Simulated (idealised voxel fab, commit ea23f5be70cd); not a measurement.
Process module name: voxel lift off
It is cross-section cut that appears here, measuring 295 nm in width, its square cells being 5 nm in size.
A cross-section in this document is a grid of square cells, and it is written down as bands, the top band listed before the ones below it; a band is made up of one or more rows of cells. Basically the band line says how high the top is and how high the bottom is, in nm, and then what's in it from left to right, every material with its width in nm. Empty space shows up as "blank", and if a single material carries "full width" it runs the full band edge to edge. Height is counted from the level 0, under which the received wafer is composed throughout of one material. The lowest of the bands is not closed at the bottom but continues downward, in the notation "0..down". It should be noted that a width expressed as "30 to 40" varies in equal increments from row to row of cells within the band, taking the value of the first number at the top row and that of the second number at the bottom row. "no change occurred", as given for a step, is the statement that not any cell of the cross-section underwent a change during that step. "Voids, enclosed" specifies each empty space that is not open to the top and that occupies no fewer than 8 cells, using the form width x height at distance, the distance measured from the left edge and all three quantities in nm. Text after the settings on a step's line: the simulator's own remark on that step. The "overlay nm" setting may appear on a step's line; for a step that uses a mask, it gives how far to the right of its planned position the mask lay, and a negative value indicates the left.

These are the steps we planned for the process
1 RECEIVE (material Si)
2 CONFORMAL_DEP (material SiN; thk nm 10)
3 PATTERN (tone open; mask id LINES; material resist; width nm 25; pitch nm 50; thk nm 30; overlay nm 0)
4 DIRECTIONAL_DEP (material Ru; thk nm 15)
5 STRIP (etch materials resist)
6 CONFORMAL_DEP (material SiN; thk nm 5)

First of two wafers: run as planned

As received, after step 1
- 0..down: Si full width
- Voids, enclosed: none

Cross-sectional representation of the wafer at the conclusion of step 2
- 10..0: SiN full width
- Below 0 it's all the same as before, nothing changed down there.

Cross-sectional representation of the wafer at the conclusion of step 3
- 40..10: resist 85 nm / blank 25 nm / resist 25 nm / blank 25 nm / resist 25 nm / blank 25 nm / resist 85 nm
- Below 10 it's all the same as before, nothing changed down there.

Cross-sectional representation of the wafer at the conclusion of step 4
- 55..40: Ru 85 nm / blank 25 nm / Ru 25 nm / blank 25 nm / Ru 25 nm / blank 25 nm / Ru 85 nm
- 40..25: resist 85 nm / blank 25 nm / resist 25 nm / blank 25 nm / resist 25 nm / blank 25 nm / resist 85 nm
- 25..10: resist 85 nm / Ru 25 nm / resist 25 nm / Ru 25 nm / resist 25 nm / Ru 25 nm / resist 85 nm
- Below 10 it's all the same as before, nothing changed down there.

Cross-sectional representation of the wafer at the conclusion of step 5
- 25..10: blank 85 nm / Ru 25 nm / blank 25 nm / Ru 25 nm / blank 25 nm / Ru 25 nm / blank 85 nm
- Below 10 it's all the same as before, nothing changed down there.

Cross-sectional representation of the wafer at the conclusion of step 6
- 30..25: blank 80 nm / SiN 35 nm / blank 15 nm / SiN 35 nm / blank 15 nm / SiN 35 nm / blank 80 nm
- 25..15: blank 80 nm / SiN 5 nm / Ru 25 nm / SiN 5 nm / blank 15 nm / SiN 5 nm / Ru 25 nm / SiN 5 nm / blank 15 nm / SiN 5 nm / Ru 25 nm / SiN 5 nm / blank 80 nm
- 15..10: SiN 85 nm / Ru 25 nm / SiN 25 nm / Ru 25 nm / SiN 25 nm / Ru 25 nm / SiN 85 nm
- Below 10 it's all the same as before, nothing changed down there.

Wafer two. Identical start, identical plan. One mistake in execution. Identical history through step 3

When step 4 should have ended
- 50..40: Ru 85 nm / blank 25 nm / Ru 25 nm / blank 25 nm / Ru 25 nm / blank 25 nm / Ru 85 nm
- 40..20: resist 85 nm / blank 25 nm / resist 25 nm / blank 25 nm / resist 25 nm / blank 25 nm / resist 85 nm
- 20..10: resist 85 nm / Ru 25 nm / resist 25 nm / Ru 25 nm / resist 25 nm / Ru 25 nm / resist 85 nm
- Below 10 it's all the same as before, nothing changed down there.

When step 5 should have ended
- 20..10: blank 85 nm / Ru 25 nm / blank 25 nm / Ru 25 nm / blank 25 nm / Ru 25 nm / blank 85 nm
- Below 10 it's all the same as before, nothing changed down there.

When step 6 should have ended
- 25..20: blank 80 nm / SiN 35 nm / blank 15 nm / SiN 35 nm / blank 15 nm / SiN 35 nm / blank 80 nm
- 20..15: blank 80 nm / SiN 5 nm / Ru 25 nm / SiN 5 nm / blank 15 nm / SiN 5 nm / Ru 25 nm / SiN 5 nm / blank 15 nm / SiN 5 nm / Ru 25 nm / SiN 5 nm / blank 80 nm
- 15..10: SiN 85 nm / Ru 25 nm / SiN 25 nm / Ru 25 nm / SiN 25 nm / Ru 25 nm / SiN 85 nm
- Below 10 it's all the same as before, nothing changed down there.
Heads up, the wafer didn't run the way we planned it: step 4 ran differently from the plan; actual operation with settings: DIRECTIONAL_DEP (material Ru; thk nm 10)
End check, counted in cells, second wafer has more or fewer of these materials than the first: 15 fewer of Ru, 6 fewer of SiN
